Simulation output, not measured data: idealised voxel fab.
process module | voxel ribs on slabs
cross-section cut | 290 nm wide | cells 5 nm
A cross-section is a grid of square cells, given in bands from the top down. A band is one or more rows of cells.
Each band's line starts with the height of the band's top and of its bottom, in nm. Then come its materials from left to right, each with its width in nm. One material with "throughout" fills the band from edge to edge. "air" is empty space.
Height 0 is the level under which the wafer as received is all one material. The lowest band goes on downwards, as in "0 down".
A width such as "30 to 40" changes by the same amount from each row of cells to the next, from the band's top row to its bottom row.
"no change" after a step means that no cell of the cross-section changed.
closed voids: empty space of 8 cells or more with no open way to the top, each as width x height at its distance from the left edge, in nm
after a step's settings: what the simulator itself notes on the step
overlay nm, on a step with a mask: how far to the right of its planned place the mask lay; to the left if negative
plan
1 op RECEIVE | material Si
2 op DIRECTIONAL_DEP | material SiO2 | thk nm 25
3 op DIRECTIONAL_DEP | material SiN | thk nm 20
4 op PATTERN | tone cover | mask id RIB | material resist | width nm 30 | thk nm 15 | overlay nm 0
5 op DIRECTIONAL_ETCH | etch materials SiN | depth nm 10
6 op STRIP | etch materials resist
7 op DIRECTIONAL_DEP | material aC | thk nm 15
8 op PATTERN | tone cover | mask id SLAB | material resist | width nm 60 | thk nm 30 | overlay nm 0
9 op DIRECTIONAL_ETCH | etch materials aC | depth nm 15
10 op STRIP | etch materials resist
11 op DIRECTIONAL_ETCH | etch materials SiN | depth nm 10
12 op STRIP | etch materials aC
13 op FILL_DEP | material SiO2 | thk nm 25
14 op CMP | height nm 65
15 op DIRECTIONAL_DEP | material TiN | thk nm 5
16 op PATTERN | tone cover | mask id HEATER | material resist | width nm 40 | thk nm 15 | overlay nm 0
17 op DIRECTIONAL_ETCH | etch materials TiN | depth nm 5
18 op STRIP | etch materials resist
19 op CONFORMAL_DEP | material SiO2 | thk nm 5
first wafer, as planned
as received, after step 1
  0 down: Si throughout
  closed voids: none
after step 2
  25 to 0: SiO2 throughout
  below 0: unchanged
after step 3
  45 to 25: SiN throughout
  below 25: unchanged
after step 4
  60 to 45: air 130 | resist 30 | air 130
  below 45: unchanged
after step 5
  60 to 45: air 130 | resist 30 | air 130
  45 to 35: air 130 | SiN 30 | air 130
  below 35: unchanged
after step 6
  45 to 35: air 130 | SiN 30 | air 130
  below 35: unchanged
after step 7
  60 to 50: air 130 | aC 30 | air 130
  50 to 45: aC throughout
  45 to 35: aC 130 | SiN 30 | aC 130
  below 35: unchanged
after step 8
  90 to 60: air 115 | resist 60 | air 115
  60 to 50: air 115 | resist 15 | aC 30 | resist 15 | air 115
  below 50: unchanged
after step 9
  75 to 60: air 115 | resist 60 | air 115
  60 to 50: air 115 | resist 15 | aC 30 | resist 15 | air 115
  50 to 45: air 115 | aC 60 | air 115
  45 to 35: air 115 | aC 15 | SiN 30 | aC 15 | air 115
  below 35: unchanged
after step 10
  60 to 50: air 130 | aC 30 | air 130
  below 50: unchanged
after step 11
  60 to 50: air 130 | aC 30 | air 130
  50 to 45: air 115 | aC 60 | air 115
  45 to 35: air 115 | aC 15 | SiN 30 | aC 15 | air 115
  35 to 25: air 115 | SiN 60 | air 115
  below 25: unchanged
after step 12
  45 to 35: air 130 | SiN 30 | air 130
  below 35: unchanged
after step 13
  70 to 45: SiO2 throughout
  45 to 35: SiO2 130 | SiN 30 | SiO2 130
  35 to 25: SiO2 115 | SiN 60 | SiO2 115
  below 25: unchanged
after step 14
  65 to 45: SiO2 throughout
  below 45: unchanged
after step 15
  70 to 65: TiN throughout
  below 65: unchanged
after step 16
  85 to 70: air 125 | resist 40 | air 125
  below 70: unchanged
after step 17
  85 to 70: air 125 | resist 40 | air 125
  70 to 65: air 125 | TiN 40 | air 125
  below 65: unchanged
after step 18
  70 to 65: air 125 | TiN 40 | air 125
  below 65: unchanged
after step 19
  75 to 70: air 120 | SiO2 50 | air 120
  70 to 65: SiO2 125 | TiN 40 | SiO2 125
  below 65: unchanged
second wafer: like start, like plan, one mistake. Through step 1 it matches the first wafer
when step 2 should have ended
  50 to 0: SiO2 throughout
  below 0: unchanged
when step 3 should have ended
  70 to 50: SiN throughout
  below 50: unchanged
when step 4 should have ended
  85 to 70: air 130 | resist 30 | air 130
  below 70: unchanged
when step 5 should have ended
  85 to 70: air 130 | resist 30 | air 130
  70 to 60: air 130 | SiN 30 | air 130
  below 60: unchanged
when step 6 should have ended
  70 to 60: air 130 | SiN 30 | air 130
  below 60: unchanged
when step 7 should have ended
  85 to 75: air 130 | aC 30 | air 130
  75 to 70: aC throughout
  70 to 60: aC 130 | SiN 30 | aC 130
  below 60: unchanged
when step 8 should have ended
  115 to 85: air 115 | resist 60 | air 115
  85 to 75: air 115 | resist 15 | aC 30 | resist 15 | air 115
  below 75: unchanged
when step 9 should have ended
  100 to 85: air 115 | resist 60 | air 115
  85 to 75: air 115 | resist 15 | aC 30 | resist 15 | air 115
  75 to 70: air 115 | aC 60 | air 115
  70 to 60: air 115 | aC 15 | SiN 30 | aC 15 | air 115
  below 60: unchanged
when step 10 should have ended
  85 to 75: air 130 | aC 30 | air 130
  below 75: unchanged
when step 11 should have ended
  85 to 75: air 130 | aC 30 | air 130
  75 to 70: air 115 | aC 60 | air 115
  70 to 60: air 115 | aC 15 | SiN 30 | aC 15 | air 115
  60 to 50: air 115 | SiN 60 | air 115
  below 50: unchanged
when step 12 should have ended
  70 to 60: air 130 | SiN 30 | air 130
  below 60: unchanged
when step 13 should have ended
  95 to 70: SiO2 throughout
  70 to 60: SiO2 130 | SiN 30 | SiO2 130
  60 to 50: SiO2 115 | SiN 60 | SiO2 115
  below 50: unchanged
when step 14 should have ended
  65 to 60: SiO2 130 | SiN 30 | SiO2 130
  below 60: unchanged
when step 15 should have ended
  70 to 65: TiN throughout
  below 65: unchanged
when step 16 should have ended
  85 to 70: air 125 | resist 40 | air 125
  below 70: unchanged
when step 17 should have ended
  85 to 70: air 125 | resist 40 | air 125
  70 to 65: air 125 | TiN 40 | air 125
  below 65: unchanged
when step 18 should have ended
  70 to 65: air 125 | TiN 40 | air 125
  below 65: unchanged
when step 19 should have ended
  75 to 70: air 120 | SiO2 50 | air 120
  70 to 65: SiO2 125 | TiN 40 | SiO2 125
  below 65: unchanged
what went wrong: step 2 was run twice
at the end the second wafer has, in cells: 6 fewer of SiN | 6 more of SiO2
